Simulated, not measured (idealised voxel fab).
Process module under the name voxel released beams
It is cross-section cut that appears here, measuring 150 nm in width, its square cells being 5 nm in size.
Each cross-section below is a grid of square cells, stated as bands in top-down order, with one or more rows of cells making up each band.
Per band: top height and bottom height in nm, followed by the left-to-right materials and their widths in nm; "full width" marks a single material spanning edge to edge, "blank" marks empty space.
Height 0 is the level under which the wafer as received is all one material. The lowest band goes on downwards, as in "0 nm and below".
When a width is written as two numbers, as in "30..40", the first number is the width in the top row of cells of the band and the second is the width in its bottom row, and the width changes by the same amount from each row to the next.
Step note "identical to before" = no cross-section cell changed.
Entry "Closed void table". Content: empty spaces with no open connection to the top, size 8 cells or greater. Each: width x height at distance. Distance: from left edge. Unit: nm.
after a step's settings: what the simulator itself notes on the step
overlay nm: where the mask lay relative to plan, measured to the right, on steps with a mask; negatives go left.
## Steps planned for the process
1,RECEIVE: material Si
2,CONFORMAL_DEP: material Al2O3, thk nm 10
3,DIRECTIONAL_DEP: material SiO2, thk nm 10
4,PATTERN: tone open, mask id ANCHOR, material resist, width nm 35, thk nm 15, overlay nm 0
5,DIRECTIONAL_ETCH: etch materials SiO2, depth nm 10
6,STRIP: etch materials resist
7,CONFORMAL_DEP: material polySi, thk nm 10
8,MASKED_ETCH: tone cover, mask id BEAM, width nm 80, etch materials polySi, depth nm 10, overlay nm 0
9,STRIP: etch materials SiO2
## This is the cross-section of the wafer as we received it, i.e. after step 1
> 0 nm and below | Si full width
> Closed void table: none
## Starting structure and process plan are as shown above, but one mistake was made in running the module; the wafer cross-section at the end of the module follows
> 20 nm to 10 nm | blank 30 nm / polySi 15 nm / blank 15 nm / polySi 50 nm / blank 40 nm
> 10 nm to 0 nm | blank 35 nm / polySi 35 nm / blank 80 nm
> 0 nm and below | Si full width
> Closed void table: none
Deviation from plan: plan step 2 skipped
